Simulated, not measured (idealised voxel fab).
process module | voxel wiring stack
Each square cell in cross-section cut measures 5 nm, and the section as a whole is 285 nm wide.
Think of the cross-section as a grid of square cells. We describe it in bands, top to bottom, and each band covers one or more rows of those cells. Each band's line starts with the height of the band's top and of its bottom, in nm. Then come its materials from left to right, each with its width in nm. One material with "full width" fills the band from edge to edge. "blank" is empty space. Height datum 0, below which the as-received substrate wafer is one material. Lowest band open at the bottom, running downward: "0..down". Width "30->40": first value at the band's top row of cells, second value at its bottom row, equal change from row to row. For the purposes of this document, the phrase "nothing different" attached to a step denotes that no cell within the cross-section was modified by that step. Empty spaces without an open route to the top, at least 8 cells in extent, make up the entry "Sealed internal cavities"; each is given as width x height at distance, where the distance is measured from the left edge, and all are in nm. Heads up: the bit after the settings on a step's line is the simulator's remark on that step. overlay nm: right-of-plan distance of the mask on a masked step; negative values mean left-of-plan.

PLANNED STEP LIST FOR THE PROCESS
1. RECEIVE, material Si
2. CONFORMAL_DEP, material SiO2, thk nm 15
3. CONFORMAL_DEP, material SiN, thk nm 5
4. DIRECTIONAL_DEP, material SiO2, thk nm 20
5. DIRECTIONAL_DEP, material aC, thk nm 15
6. PATTERN, tone open, mask id METAL_1, material resist, width nm 25, pitch nm 50, thk nm 35, overlay nm 0
7. DIRECTIONAL_ETCH, etch materials aC, depth nm 15
8. STRIP, etch materials resist
9. DIRECTIONAL_ETCH, etch materials SiO2, depth nm 20
10. DIRECTIONAL_ETCH, etch materials SiN, depth nm 5
11. STRIP, etch materials aC
12. CONFORMAL_DEP, material TiN, thk nm 5
13. FILL_DEP, material W, thk nm 5
14. CMP, height nm 40
15. EPI, material Ru, thk nm 5
16. FILL_DEP, material SiCN, thk nm 5
17. DIRECTIONAL_DEP, material SiO2, thk nm 15
18. PATTERN, tone open, mask id PLUG_1, material resist, width nm 15, pitch nm 50, thk nm 20, overlay nm 0
19. DIRECTIONAL_ETCH, etch materials SiO2, depth nm 15
20. DIRECTIONAL_ETCH, etch materials SiCN, depth nm 5
21. STRIP, etch materials resist
22. CONFORMAL_DEP, material TiN, thk nm 5
23. FILL_DEP, material Ru, thk nm 10
24. CMP, height nm 65
25. CONFORMAL_DEP, material SiN, thk nm 5
26. DIRECTIONAL_DEP, material lowk, thk nm 20
27. MASKED_ETCH, tone open, mask id METAL_2, width nm 25, pitch nm 50, etch materials lowk, depth nm 20, overlay nm 0
28. MASKED_ETCH, tone open, mask id METAL_2, width nm 25, pitch nm 50, etch materials SiN, depth nm 5, overlay nm 0
29. CONFORMAL_DEP, material TiN, thk nm 5
30. FILL_DEP, material Cu, thk nm 5
31. CMP, height nm 90
32. CONFORMAL_DEP, material SiCN, thk nm 5

SHOWN IN CROSS-SECTION IS THE WAFER AS RECEIVED, THAT IS, AS IT STANDS AFTER STEP 1
> 0..down = Si full width
> Sealed internal cavities: none

FIRST OF TWO WAFERS: CROSS-SECTION AT END OF MODULE, RUN PER PLAN
> 95..90 = SiCN full width
> 90..70 = lowk: 80  TiN: 5  Cu: 15  TiN: 5  lowk: 25  TiN: 5  Cu: 15  TiN: 5  lowk: 25  TiN: 5  Cu: 15  TiN: 5  lowk: 80
> 70..65 = SiN: 80  TiN: 25  SiN: 25  TiN: 25  SiN: 25  TiN: 25  SiN: 80
> 65..50 = SiO2: 80  TiN: 5  Ru: 5  TiN: 5  SiO2: 35  TiN: 5  Ru: 5  TiN: 5  SiO2: 35  TiN: 5  Ru: 5  TiN: 5  SiO2: 90
> 50..45 = SiCN: 80  TiN: 15  SiCN: 35  TiN: 15  SiCN: 35  TiN: 15  SiCN: 90
> 45..40 = SiCN: 75  Ru: 35  SiCN: 15  Ru: 35  SiCN: 15  Ru: 35  SiCN: 75
> 40..20 = SiO2: 80  TiN: 5  W: 15  TiN: 5  SiO2: 25  TiN: 5  W: 15  TiN: 5  SiO2: 25  TiN: 5  W: 15  TiN: 5  SiO2: 80
> 20..15 = SiN: 80  TiN: 25  SiN: 25  TiN: 25  SiN: 25  TiN: 25  SiN: 80
> 15..0 = SiO2 full width
> 0..down = Si full width
> Sealed internal cavities: none

CROSS-SECTIONAL IMAGE OF THE SECOND WAFER OF THE TWO FOLLOWING COMPLETION OF THE MODULE. STARTING STATE AND PROCESS PLAN WERE THE SAME AS FOR THE FIRST WAFER; ONE EXECUTION ERROR OCCURRED
> 95..90 = SiCN full width
> 90..70 = lowk: 80  TiN: 5  Cu: 15  TiN: 5  lowk: 25  TiN: 5  Cu: 15  TiN: 5  lowk: 25  TiN: 5  Cu: 15  TiN: 5  lowk: 80
> 70..65 = SiN: 80  TiN: 25  SiN: 25  TiN: 25  SiN: 25  TiN: 25  SiN: 80
> 65..50 = SiO2: 80  TiN: 5  Ru: 5  TiN: 5  SiO2: 35  TiN: 5  Ru: 5  TiN: 5  SiO2: 35  TiN: 5  Ru: 5  TiN: 5  SiO2: 90
> 50..45 = SiCN: 80  TiN: 15  SiCN: 35  TiN: 15  SiCN: 35  TiN: 15  SiCN: 90
> 45..40 = SiCN: 75  Ru: 15  SiCN: 5  Ru: 15  SiCN: 15  Ru: 15  SiCN: 5  Ru: 15  SiCN: 15  Ru: 15  SiCN: 5  Ru: 15  SiCN: 75
> 40..20 = SiO2: 80  TiN: 5  SiN: 15  TiN: 5  SiO2: 25  TiN: 5  SiN: 15  TiN: 5  SiO2: 25  TiN: 5  SiN: 15  TiN: 5  SiO2: 80
> 20..15 = SiN: 80  TiN: 25  SiN: 25  TiN: 25  SiN: 25  TiN: 25  SiN: 80
> 15..0 = SiO2 full width
> 0..down = Si full width
> Sealed internal cavities: none
Processing error: for step 13, the planned setting was not used; the step was instead run as FILL_DEP, material SiN, thk nm 5
End of process, cell counts, second wafer against first, materials with more or fewer: Ru -3, SiCN +3, SiN +36, W -36
